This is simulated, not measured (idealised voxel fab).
process module | voxel transistor to metal
cross-section cut | 290 nm wide | cells 5 nm
A cross-section is a grid of square cells, given in bands from the top down. A band is one or more rows of cells.
Each band's line starts with the height of the band's top and of its bottom, in nm. Then come its materials from left to right, each with its width in nm. One material with "throughout" fills the band from edge to edge. "air" is empty space.
Height 0 is the level under which the wafer as received is all one material. The lowest band goes on downwards, as in "0 down".
A width such as "30 to 40" changes by the same amount from each row of cells to the next, from the band's top row to its bottom row.
"no change" after a step means that no cell of the cross-section changed.
closed voids: empty space of 8 cells or more with no open way to the top, each as width x height at its distance from the left edge, in nm
after a step's settings: what the simulator itself notes on the step
overlay nm, on a step with a mask: how far to the right of its planned place the mask lay; to the left if negative
plan
1 op RECEIVE | material Si
2 op OXIDIZE | depth nm 5
3 op CONFORMAL_DEP | material SiN | thk nm 10
4 op DIRECTIONAL_DEP | material aC | thk nm 10
5 op PATTERN | tone cover | mask id ACTIVE | material resist | width nm 100 | pitch nm 125 | thk nm 30 | overlay nm 0
6 op DIRECTIONAL_ETCH | etch materials aC | depth nm 10
7 op STRIP | etch materials resist
8 op DIRECTIONAL_ETCH | etch materials SiN | depth nm 10
9 op DIRECTIONAL_ETCH | etch materials SiO2 | depth nm 5
10 op DIRECTIONAL_ETCH | etch materials Si | depth nm 20
11 op STRIP | etch materials aC
12 op OXIDIZE | depth nm 5
13 op FILL_DEP | material SiO2 | thk nm 5
14 op CMP | height nm 10
15 op SELECTIVE_ETCH | etch materials SiO2 | depth nm 5
16 op STRIP | etch materials SiN
17 op SELECTIVE_ETCH | etch materials SiO2 | depth nm 5
18 op OXIDIZE | depth nm 5
19 op DIRECTIONAL_DEP | material polySi | thk nm 30
20 op DIRECTIONAL_DEP | material SiCN | thk nm 10
21 op MASKED_ETCH | tone cover | mask id GATE | width nm 30 | pitch nm 125 | etch materials SiCN | depth nm 20 | overlay nm 0
22 op MASKED_ETCH | tone cover | mask id GATE | width nm 30 | pitch nm 125 | etch materials polySi | depth nm 40 | overlay nm 0
23 op CONFORMAL_DEP | material SiN | thk nm 5
24 op DIRECTIONAL_ETCH | etch materials SiN | depth nm 5
25 op DIRECTIONAL_ETCH | etch materials SiO2 | depth nm 5
26 op DIRECTIONAL_ETCH | etch materials Si | depth nm 10
27 op EPI | material SiGe | thk nm 10
28 op FILL_DEP | material SiO2 | thk nm 5
29 op CMP | height nm 25
30 op STRIP | etch materials polySi
31 op SELECTIVE_ETCH | etch materials SiO2 | depth nm 5
32 op CONFORMAL_DEP | material HfO2 | thk nm 5
33 op CONFORMAL_DEP | material TiN | thk nm 5
34 op FILL_DEP | material W | thk nm 5
35 op CMP | height nm 20
36 op DIRECTIONAL_DEP | material SiO2 | thk nm 10
37 op DIRECTIONAL_DEP | material aC | thk nm 15
38 op PATTERN | tone open | mask id CONTACT | material resist | width nm 15 | thk nm 30 | overlay nm 0
39 op DIRECTIONAL_ETCH | etch materials aC | depth nm 15
40 op STRIP | etch materials resist
41 op DIRECTIONAL_ETCH | etch materials SiO2 | depth nm 40
42 op STRIP | etch materials aC
43 op CONFORMAL_DEP | material TiN | thk nm 5
44 op FILL_DEP | material Ru | thk nm 5
45 op CMP | height nm 30
46 op CONFORMAL_DEP | material SiN | thk nm 5
47 op DIRECTIONAL_DEP | material lowk | thk nm 25
48 op PATTERN | tone open | mask id METAL_1 | material resist | width nm 15 | thk nm 20 | overlay nm 0
49 op DIRECTIONAL_ETCH | etch materials lowk | depth nm 25
50 op DIRECTIONAL_ETCH | etch materials SiN | depth nm 5
51 op STRIP | etch materials resist
52 op CONFORMAL_DEP | material TiN | thk nm 5
53 op FILL_DEP | material Cu | thk nm 5
54 op CMP | height nm 60
55 op CONFORMAL_DEP | material SiN | thk nm 5
first wafer, as planned
as received, after step 1
  0 down: Si throughout
  closed voids: none
after step 2
  0 to -5: SiO2 throughout
  below -5: unchanged
after step 3
  10 to 0: SiN throughout
  below 0: unchanged
after step 4
  20 to 10: aC throughout
  below 10: unchanged
after step 5
  50 to 20: air 30 | resist 100 | air 25 | resist 100 | air 35
  below 20: unchanged
after step 6
  40 to 20: air 30 | resist 100 | air 25 | resist 100 | air 35
  20 to 10: air 30 | aC 100 | air 25 | aC 100 | air 35
  below 10: unchanged
after step 7
  20 to 10: air 30 | aC 100 | air 25 | aC 100 | air 35
  below 10: unchanged
after step 8
  20 to 10: air 30 | aC 100 | air 25 | aC 100 | air 35
  10 to 0: air 30 | SiN 100 | air 25 | SiN 100 | air 35
  below 0: unchanged
after step 9
  20 to 10: air 30 | aC 100 | air 25 | aC 100 | air 35
  10 to 0: air 30 | SiN 100 | air 25 | SiN 100 | air 35
  0 to -5: air 30 | SiO2 100 | air 25 | SiO2 100 | air 35
  below -5: unchanged
after step 10
  20 to 10: air 30 | aC 100 | air 25 | aC 100 | air 35
  10 to 0: air 30 | SiN 100 | air 25 | SiN 100 | air 35
  0 to -5: air 30 | SiO2 100 | air 25 | SiO2 100 | air 35
  -5 to -25: air 30 | Si 100 | air 25 | Si 100 | air 35
  below -25: unchanged
after step 11
  10 to 0: air 30 | SiN 100 | air 25 | SiN 100 | air 35
  below 0: unchanged
after step 12
  10 to 0: air 30 | SiN 100 | air 25 | SiN 100 | air 35
  0 to -5: air 30 | SiO2 100 | air 25 | SiO2 100 | air 35
  -5 to -25: air 30 | SiO2 5 | Si 90 | SiO2 5 | air 25 | SiO2 5 | Si 90 | SiO2 5 | air 35
  -25 to -30: SiO2 35 | Si 90 | SiO2 35 | Si 90 | SiO2 40
  below -30: unchanged
after step 13
  15 to 10: SiO2 throughout
  10 to 0: SiO2 30 | SiN 100 | SiO2 25 | SiN 100 | SiO2 35
  0 to -5: SiO2 throughout
  -5 to -30: SiO2 35 | Si 90 | SiO2 35 | Si 90 | SiO2 40
  below -30: unchanged
after step 14
  10 to 0: SiO2 30 | SiN 100 | SiO2 25 | SiN 100 | SiO2 35
  below 0: unchanged
after step 15
  10 to 5: air 30 | SiN 100 | air 25 | SiN 100 | air 35
  below 5: unchanged
after step 16
  5 to 0: SiO2 30 | air 100 | SiO2 25 | air 100 | SiO2 35
  below 0: unchanged
after step 17
  0 to -5: SiO2 25 | air 110 | SiO2 15 | air 110 | SiO2 30
  below -5: unchanged
after step 18
  0 to -5: SiO2 25 | air 110 | SiO2 15 | air 110 | SiO2 30
  -5 to -10: SiO2 throughout
  below -10: unchanged
after step 19
  30 to 25: polySi 25 | air 110 | polySi 15 | air 110 | polySi 30
  25 to 0: polySi throughout
  0 to -5: SiO2 25 | polySi 110 | SiO2 15 | polySi 110 | SiO2 30
  below -5: unchanged
after step 20
  40 to 35: SiCN 25 | air 110 | SiCN 15 | air 110 | SiCN 30
  35 to 30: SiCN throughout
  30 to 25: polySi 25 | SiCN 110 | polySi 15 | SiCN 110 | polySi 30
  below 25: unchanged
after step 21
  35 to 30: air 65 | SiCN 30 | air 95 | SiCN 30 | air 70
  30 to 25: polySi 25 | air 40 | SiCN 30 | air 40 | polySi 15 | air 40 | SiCN 30 | air 40 | polySi 30
  below 25: unchanged
after step 22
  35 to 25: air 65 | SiCN 30 | air 95 | SiCN 30 | air 70
  25 to 0: air 65 | polySi 30 | air 95 | polySi 30 | air 70
  0 to -5: SiO2 25 | air 40 | polySi 30 | air 40 | SiO2 15 | air 40 | polySi 30 | air 40 | SiO2 30
  below -5: unchanged
after step 23
  40 to 35: air 60 | SiN 40 | air 85 | SiN 40 | air 65
  35 to 25: air 60 | SiN 5 | SiCN 30 | SiN 5 | air 85 | SiN 5 | SiCN 30 | SiN 5 | air 65
  25 to 5: air 60 | SiN 5 | polySi 30 | SiN 5 | air 85 | SiN 5 | polySi 30 | SiN 5 | air 65
  5 to 0: SiN 30 | air 30 | SiN 5 | polySi 30 | SiN 5 | air 30 | SiN 25 | air 30 | SiN 5 | polySi 30 | SiN 5 | air 30 | SiN 35
  0 to -5: SiO2 25 | SiN 40 | polySi 30 | SiN 40 | SiO2 15 | SiN 40 | polySi 30 | SiN 40 | SiO2 30
  below -5: unchanged
after step 24
  35 to 25: air 60 | SiN 5 | SiCN 30 | SiN 5 | air 85 | SiN 5 | SiCN 30 | SiN 5 | air 65
  25 to 0: air 60 | SiN 5 | polySi 30 | SiN 5 | air 85 | SiN 5 | polySi 30 | SiN 5 | air 65
  0 to -5: SiO2 25 | SiN 5 | air 30 | SiN 5 | polySi 30 | SiN 5 | air 30 | SiN 5 | SiO2 15 | SiN 5 | air 30 | SiN 5 | polySi 30 | SiN 5 | air 30 | SiN 5 | SiO2 30
  below -5: unchanged
after step 25
  35 to 25: air 60 | SiN 5 | SiCN 30 | SiN 5 | air 85 | SiN 5 | SiCN 30 | SiN 5 | air 65
  25 to 0: air 60 | SiN 5 | polySi 30 | SiN 5 | air 85 | SiN 5 | polySi 30 | SiN 5 | air 65
  0 to -5: air 25 | SiN 5 | air 30 | SiN 5 | polySi 30 | SiN 5 | air 30 | SiN 5 | air 15 | SiN 5 | air 30 | SiN 5 | polySi 30 | SiN 5 | air 30 | SiN 5 | air 30
  -5 to -10: SiO2 30 | air 30 | SiO2 40 | air 30 | SiO2 25 | air 30 | SiO2 40 | air 30 | SiO2 35
  below -10: unchanged
after step 26
  35 to 25: air 60 | SiN 5 | SiCN 30 | SiN 5 | air 85 | SiN 5 | SiCN 30 | SiN 5 | air 65
  25 to 0: air 60 | SiN 5 | polySi 30 | SiN 5 | air 85 | SiN 5 | polySi 30 | SiN 5 | air 65
  0 to -5: air 25 | SiN 5 | air 30 | SiN 5 | polySi 30 | SiN 5 | air 30 | SiN 5 | air 15 | SiN 5 | air 30 | SiN 5 | polySi 30 | SiN 5 | air 30 | SiN 5 | air 30
  -5 to -10: SiO2 30 | air 30 | SiO2 40 | air 30 | SiO2 25 | air 30 | SiO2 40 | air 30 | SiO2 35
  -10 to -20: SiO2 35 | air 25 | Si 40 | air 25 | SiO2 35 | air 25 | Si 40 | air 25 | SiO2 40
  below -20: unchanged
after step 27
  35 to 25: air 60 | SiN 5 | SiCN 30 | SiN 5 | air 85 | SiN 5 | SiCN 30 | SiN 5 | air 65
  25 to 0: air 60 | SiN 5 | polySi 30 | SiN 5 | air 85 | SiN 5 | polySi 30 | SiN 5 | air 65
  0 to -5: air 25 | SiN 5 | air 20 | SiGe 10 | SiN 5 | polySi 30 | SiN 5 | SiGe 10 | air 20 | SiN 5 | air 15 | SiN 5 | air 20 | SiGe 10 | SiN 5 | polySi 30 | SiN 5 | SiGe 10 | air 20 | SiN 5 | air 30
  -5 to -10: SiO2 30 | air 20 | SiGe 10 | SiO2 40 | SiGe 10 | air 20 | SiO2 25 | air 20 | SiGe 10 | SiO2 40 | SiGe 10 | air 20 | SiO2 35
  -10 to -20: SiO2 35 | SiGe 25 | Si 40 | SiGe 25 | SiO2 35 | SiGe 25 | Si 40 | SiGe 25 | SiO2 40
  below -20: unchanged
after step 28
  40 to 35: SiO2 throughout
  35 to 25: SiO2 60 | SiN 5 | SiCN 30 | SiN 5 | SiO2 85 | SiN 5 | SiCN 30 | SiN 5 | SiO2 65
  25 to 0: SiO2 60 | SiN 5 | polySi 30 | SiN 5 | SiO2 85 | SiN 5 | polySi 30 | SiN 5 | SiO2 65
  0 to -5: SiO2 25 | SiN 5 | SiO2 20 | SiGe 10 | SiN 5 | polySi 30 | SiN 5 | SiGe 10 | SiO2 20 | SiN 5 | SiO2 15 | SiN 5 | SiO2 20 | SiGe 10 | SiN 5 | polySi 30 | SiN 5 | SiGe 10 | SiO2 20 | SiN 5 | SiO2 30
  -5 to -10: SiO2 50 | SiGe 10 | SiO2 40 | SiGe 10 | SiO2 65 | SiGe 10 | SiO2 40 | SiGe 10 | SiO2 55
  below -10: unchanged
after step 29
  25 to 0: SiO2 60 | SiN 5 | polySi 30 | SiN 5 | SiO2 85 | SiN 5 | polySi 30 | SiN 5 | SiO2 65
  below 0: unchanged
after step 30
  25 to 0: SiO2 60 | SiN 5 | air 30 | SiN 5 | SiO2 85 | SiN 5 | air 30 | SiN 5 | SiO2 65
  0 to -5: SiO2 25 | SiN 5 | SiO2 20 | SiGe 10 | SiN 5 | air 30 | SiN 5 | SiGe 10 | SiO2 20 | SiN 5 | SiO2 15 | SiN 5 | SiO2 20 | SiGe 10 | SiN 5 | air 30 | SiN 5 | SiGe 10 | SiO2 20 | SiN 5 | SiO2 30
  below -5: unchanged
after step 31
  25 to 20: air 60 | SiN 5 | air 30 | SiN 5 | air 85 | SiN 5 | air 30 | SiN 5 | air 65
  20 to 0: SiO2 60 | SiN 5 | air 30 | SiN 5 | SiO2 85 | SiN 5 | air 30 | SiN 5 | SiO2 65
  0 to -5: SiO2 25 | SiN 5 | SiO2 20 | SiGe 10 | SiN 5 | air 30 | SiN 5 | SiGe 10 | SiO2 20 | SiN 5 | SiO2 15 | SiN 5 | SiO2 20 | SiGe 10 | SiN 5 | air 30 | SiN 5 | SiGe 10 | SiO2 20 | SiN 5 | SiO2 30
  -5 to -10: SiO2 50 | SiGe 10 | air 40 | SiGe 10 | SiO2 65 | SiGe 10 | air 40 | SiGe 10 | SiO2 55
  below -10: unchanged
after step 32
  30 to 25: air 55 | HfO2 15 | air 20 | HfO2 15 | air 75 | HfO2 15 | air 20 | HfO2 15 | air 60
  25 to 20: HfO2 60 | SiN 5 | HfO2 5 | air 20 | HfO2 5 | SiN 5 | HfO2 85 | SiN 5 | HfO2 5 | air 20 | HfO2 5 | SiN 5 | HfO2 65
  20 to 0: SiO2 60 | SiN 5 | HfO2 5 | air 20 | HfO2 5 | SiN 5 | SiO2 85 | SiN 5 | HfO2 5 | air 20 | HfO2 5 | SiN 5 | SiO2 65
  0 to -5: SiO2 25 | SiN 5 | SiO2 20 | SiGe 10 | SiN 5 | HfO2 5 | air 20 | HfO2 5 | SiN 5 | SiGe 10 | SiO2 20 | SiN 5 | SiO2 15 | SiN 5 | SiO2 20 | SiGe 10 | SiN 5 | HfO2 5 | air 20 | HfO2 5 | SiN 5 | SiGe 10 | SiO2 20 | SiN 5 | SiO2 30
  -5 to -10: SiO2 50 | SiGe 10 | HfO2 40 | SiGe 10 | SiO2 65 | SiGe 10 | HfO2 40 | SiGe 10 | SiO2 55
  below -10: unchanged
after step 33
  35 to 30: air 50 | TiN 25 | air 10 | TiN 25 | air 65 | TiN 25 | air 10 | TiN 25 | air 55
  30 to 25: TiN 55 | HfO2 15 | TiN 5 | air 10 | TiN 5 | HfO2 15 | TiN 75 | HfO2 15 | TiN 5 | air 10 | TiN 5 | HfO2 15 | TiN 60
  25 to 20: HfO2 60 | SiN 5 | HfO2 5 | TiN 5 | air 10 | TiN 5 | HfO2 5 | SiN 5 | HfO2 85 | SiN 5 | HfO2 5 | TiN 5 | air 10 | TiN 5 | HfO2 5 | SiN 5 | HfO2 65
  20 to 0: SiO2 60 | SiN 5 | HfO2 5 | TiN 5 | air 10 | TiN 5 | HfO2 5 | SiN 5 | SiO2 85 | SiN 5 | HfO2 5 | TiN 5 | air 10 | TiN 5 | HfO2 5 | SiN 5 | SiO2 65
  0 to -5: SiO2 25 | SiN 5 | SiO2 20 | SiGe 10 | SiN 5 | HfO2 5 | TiN 20 | HfO2 5 | SiN 5 | SiGe 10 | SiO2 20 | SiN 5 | SiO2 15 | SiN 5 | SiO2 20 | SiGe 10 | SiN 5 | HfO2 5 | TiN 20 | HfO2 5 | SiN 5 | SiGe 10 | SiO2 20 | SiN 5 | SiO2 30
  below -5: unchanged
after step 34
  40 to 35: W throughout
  35 to 30: W 50 | TiN 25 | W 10 | TiN 25 | W 65 | TiN 25 | W 10 | TiN 25 | W 55
  30 to 25: TiN 55 | HfO2 15 | TiN 5 | W 10 | TiN 5 | HfO2 15 | TiN 75 | HfO2 15 | TiN 5 | W 10 | TiN 5 | HfO2 15 | TiN 60
  25 to 20: HfO2 60 | SiN 5 | HfO2 5 | TiN 5 | W 10 | TiN 5 | HfO2 5 | SiN 5 | HfO2 85 | SiN 5 | HfO2 5 | TiN 5 | W 10 | TiN 5 | HfO2 5 | SiN 5 | HfO2 65
  20 to 0: SiO2 60 | SiN 5 | HfO2 5 | TiN 5 | W 10 | TiN 5 | HfO2 5 | SiN 5 | SiO2 85 | SiN 5 | HfO2 5 | TiN 5 | W 10 | TiN 5 | HfO2 5 | SiN 5 | SiO2 65
  below 0: unchanged
after step 35
  20 to 0: SiO2 60 | SiN 5 | HfO2 5 | TiN 5 | W 10 | TiN 5 | HfO2 5 | SiN 5 | SiO2 85 | SiN 5 | HfO2 5 | TiN 5 | W 10 | TiN 5 | HfO2 5 | SiN 5 | SiO2 65
  below 0: unchanged
after step 36
  30 to 20: SiO2 throughout
  below 20: unchanged
after step 37
  45 to 30: aC throughout
  below 30: unchanged
after step 38
  75 to 45: resist 35 | air 15 | resist 60 | air 15 | resist 35 | air 15 | resist 60 | air 15 | resist 40
  below 45: unchanged
after step 39
  60 to 45: resist 35 | air 15 | resist 60 | air 15 | resist 35 | air 15 | resist 60 | air 15 | resist 40
  45 to 30: aC 35 | air 15 | aC 60 | air 15 | aC 35 | air 15 | aC 60 | air 15 | aC 40
  below 30: unchanged
after step 40
  45 to 30: aC 35 | air 15 | aC 60 | air 15 | aC 35 | air 15 | aC 60 | air 15 | aC 40
  below 30: unchanged
after step 41
  45 to 30: aC 35 | air 15 | aC 60 | air 15 | aC 35 | air 15 | aC 60 | air 15 | aC 40
  30 to 20: SiO2 35 | air 15 | SiO2 60 | air 15 | SiO2 35 | air 15 | SiO2 60 | air 15 | SiO2 40
  20 to 0: SiO2 35 | air 15 | SiO2 10 | SiN 5 | HfO2 5 | TiN 5 | W 10 | TiN 5 | HfO2 5 | SiN 5 | SiO2 10 | air 15 | SiO2 35 | air 15 | SiO2 10 | SiN 5 | HfO2 5 | TiN 5 | W 10 | TiN 5 | HfO2 5 | SiN 5 | SiO2 10 | air 15 | SiO2 40
  0 to -5: SiO2 25 | SiN 5 | SiO2 5 | air 15 | SiGe 10 | SiN 5 | HfO2 5 | TiN 20 | HfO2 5 | SiN 5 | SiGe 10 | air 15 | SiO2 5 | SiN 5 | SiO2 15 | SiN 5 | SiO2 5 | air 15 | SiGe 10 | SiN 5 | HfO2 5 | TiN 20 | HfO2 5 | SiN 5 | SiGe 10 | air 15 | SiO2 5 | SiN 5 | SiO2 30
  -5 to -10: SiO2 35 | air 15 | SiGe 10 | HfO2 40 | SiGe 10 | air 15 | SiO2 35 | air 15 | SiGe 10 | HfO2 40 | SiGe 10 | air 15 | SiO2 40
  below -10: unchanged
after step 42
  30 to 20: SiO2 35 | air 15 | SiO2 60 | air 15 | SiO2 35 | air 15 | SiO2 60 | air 15 | SiO2 40
  below 20: unchanged
after step 43
  35 to 30: TiN 40 | air 5 | TiN 70 | air 5 | TiN 45 | air 5 | TiN 70 | air 5 | TiN 45
  30 to 20: SiO2 35 | TiN 5 | air 5 | TiN 5 | SiO2 60 | TiN 5 | air 5 | TiN 5 | SiO2 35 | TiN 5 | air 5 | TiN 5 | SiO2 60 | TiN 5 | air 5 | TiN 5 | SiO2 40
  20 to 0: SiO2 35 | TiN 5 | air 5 | TiN 5 | SiO2 10 | SiN 5 | HfO2 5 | TiN 5 | W 10 | TiN 5 | HfO2 5 | SiN 5 | SiO2 10 | TiN 5 | air 5 | TiN 5 | SiO2 35 | TiN 5 | air 5 | TiN 5 | SiO2 10 | SiN 5 | HfO2 5 | TiN 5 | W 10 | TiN 5 | HfO2 5 | SiN 5 | SiO2 10 | TiN 5 | air 5 | TiN 5 | SiO2 40
  0 to -5: SiO2 25 | SiN 5 | SiO2 5 | TiN 5 | air 5 | TiN 5 | SiGe 10 | SiN 5 | HfO2 5 | TiN 20 | HfO2 5 | SiN 5 | SiGe 10 | TiN 5 | air 5 | TiN 5 | SiO2 5 | SiN 5 | SiO2 15 | SiN 5 | SiO2 5 | TiN 5 | air 5 | TiN 5 | SiGe 10 | SiN 5 | HfO2 5 | TiN 20 | HfO2 5 | SiN 5 | SiGe 10 | TiN 5 | air 5 | TiN 5 | SiO2 5 | SiN 5 | SiO2 30
  -5 to -10: SiO2 35 | TiN 15 | SiGe 10 | HfO2 40 | SiGe 10 | TiN 15 | SiO2 35 | TiN 15 | SiGe 10 | HfO2 40 | SiGe 10 | TiN 15 | SiO2 40
  below -10: unchanged
after step 44
  40 to 35: Ru throughout
  35 to 30: TiN 40 | Ru 5 | TiN 70 | Ru 5 | TiN 45 | Ru 5 | TiN 70 | Ru 5 | TiN 45
  30 to 20: SiO2 35 | TiN 5 | Ru 5 | TiN 5 | SiO2 60 | TiN 5 | Ru 5 | TiN 5 | SiO2 35 | TiN 5 | Ru 5 | TiN 5 | SiO2 60 | TiN 5 | Ru 5 | TiN 5 | SiO2 40
  20 to 0: SiO2 35 | TiN 5 | Ru 5 | TiN 5 | SiO2 10 | SiN 5 | HfO2 5 | TiN 5 | W 10 | TiN 5 | HfO2 5 | SiN 5 | SiO2 10 | TiN 5 | Ru 5 | TiN 5 | SiO2 35 | TiN 5 | Ru 5 | TiN 5 | SiO2 10 | SiN 5 | HfO2 5 | TiN 5 | W 10 | TiN 5 | HfO2 5 | SiN 5 | SiO2 10 | TiN 5 | Ru 5 | TiN 5 | SiO2 40
  0 to -5: SiO2 25 | SiN 5 | SiO2 5 | TiN 5 | Ru 5 | TiN 5 | SiGe 10 | SiN 5 | HfO2 5 | TiN 20 | HfO2 5 | SiN 5 | SiGe 10 | TiN 5 | Ru 5 | TiN 5 | SiO2 5 | SiN 5 | SiO2 15 | SiN 5 | SiO2 5 | TiN 5 | Ru 5 | TiN 5 | SiGe 10 | SiN 5 | HfO2 5 | TiN 20 | HfO2 5 | SiN 5 | SiGe 10 | TiN 5 | Ru 5 | TiN 5 | SiO2 5 | SiN 5 | SiO2 30
  below -5: unchanged
after step 45
  30 to 20: SiO2 35 | TiN 5 | Ru 5 | TiN 5 | SiO2 60 | TiN 5 | Ru 5 | TiN 5 | SiO2 35 | TiN 5 | Ru 5 | TiN 5 | SiO2 60 | TiN 5 | Ru 5 | TiN 5 | SiO2 40
  below 20: unchanged
after step 46
  35 to 30: SiN throughout
  below 30: unchanged
after step 47
  60 to 35: lowk throughout
  below 35: unchanged
after step 48
  80 to 60: resist 35 | air 15 | resist 60 | air 15 | resist 35 | air 15 | resist 60 | air 15 | resist 40
  below 60: unchanged
after step 49
  80 to 60: resist 35 | air 15 | resist 60 | air 15 | resist 35 | air 15 | resist 60 | air 15 | resist 40
  60 to 35: lowk 35 | air 15 | lowk 60 | air 15 | lowk 35 | air 15 | lowk 60 | air 15 | lowk 40
  below 35: unchanged
after step 50
  80 to 60: resist 35 | air 15 | resist 60 | air 15 | resist 35 | air 15 | resist 60 | air 15 | resist 40
  60 to 35: lowk 35 | air 15 | lowk 60 | air 15 | lowk 35 | air 15 | lowk 60 | air 15 | lowk 40
  35 to 30: SiN 35 | air 15 | SiN 60 | air 15 | SiN 35 | air 15 | SiN 60 | air 15 | SiN 40
  below 30: unchanged
after step 51
  60 to 35: lowk 35 | air 15 | lowk 60 | air 15 | lowk 35 | air 15 | lowk 60 | air 15 | lowk 40
  below 35: unchanged
after step 52
  65 to 60: TiN 40 | air 5 | TiN 70 | air 5 | TiN 45 | air 5 | TiN 70 | air 5 | TiN 45
  60 to 35: lowk 35 | TiN 5 | air 5 | TiN 5 | lowk 60 | TiN 5 | air 5 | TiN 5 | lowk 35 | TiN 5 | air 5 | TiN 5 | lowk 60 | TiN 5 | air 5 | TiN 5 | lowk 40
  35 to 30: SiN 35 | TiN 15 | SiN 60 | TiN 15 | SiN 35 | TiN 15 | SiN 60 | TiN 15 | SiN 40
  below 30: unchanged
after step 53
  70 to 65: Cu throughout
  65 to 60: TiN 40 | Cu 5 | TiN 70 | Cu 5 | TiN 45 | Cu 5 | TiN 70 | Cu 5 | TiN 45
  60 to 35: lowk 35 | TiN 5 | Cu 5 | TiN 5 | lowk 60 | TiN 5 | Cu 5 | TiN 5 | lowk 35 | TiN 5 | Cu 5 | TiN 5 | lowk 60 | TiN 5 | Cu 5 | TiN 5 | lowk 40
  below 35: unchanged
after step 54
  60 to 35: lowk 35 | TiN 5 | Cu 5 | TiN 5 | lowk 60 | TiN 5 | Cu 5 | TiN 5 | lowk 35 | TiN 5 | Cu 5 | TiN 5 | lowk 60 | TiN 5 | Cu 5 | TiN 5 | lowk 40
  below 35: unchanged
after step 55
  65 to 60: SiN throughout
  below 60: unchanged
second wafer: like start, like plan, one mistake. Through step 45 it matches the first wafer
when step 46 should have ended
  55 to 30: lowk throughout
  below 30: unchanged
when step 47 should have ended
  60 to 55: SiN throughout
  below 55: unchanged
when step 48 should have ended
  80 to 60: resist 35 | air 15 | resist 60 | air 15 | resist 35 | air 15 | resist 60 | air 15 | resist 40
  below 60: unchanged
when step 49 should have ended: no change
when step 50 should have ended
  80 to 60: resist 35 | air 15 | resist 60 | air 15 | resist 35 | air 15 | resist 60 | air 15 | resist 40
  60 to 55: SiN 35 | air 15 | SiN 60 | air 15 | SiN 35 | air 15 | SiN 60 | air 15 | SiN 40
  below 55: unchanged
when step 51 should have ended
  60 to 55: SiN 35 | air 15 | SiN 60 | air 15 | SiN 35 | air 15 | SiN 60 | air 15 | SiN 40
  below 55: unchanged
when step 52 should have ended
  65 to 60: TiN 40 | air 5 | TiN 70 | air 5 | TiN 45 | air 5 | TiN 70 | air 5 | TiN 45
  60 to 55: SiN 35 | TiN 15 | SiN 60 | TiN 15 | SiN 35 | TiN 15 | SiN 60 | TiN 15 | SiN 40
  below 55: unchanged
when step 53 should have ended
  70 to 65: Cu throughout
  65 to 60: TiN 40 | Cu 5 | TiN 70 | Cu 5 | TiN 45 | Cu 5 | TiN 70 | Cu 5 | TiN 45
  below 60: unchanged
when step 54 should have ended
  60 to 55: SiN 35 | TiN 15 | SiN 60 | TiN 15 | SiN 35 | TiN 15 | SiN 60 | TiN 15 | SiN 40
  below 55: unchanged
when step 55 should have ended
  65 to 60: SiN throughout
  below 60: unchanged
what went wrong: steps 46 and 47 were swapped
at the end the second wafer has, in cells: 20 fewer of Cu | 40 fewer of TiN | 60 more of lowk
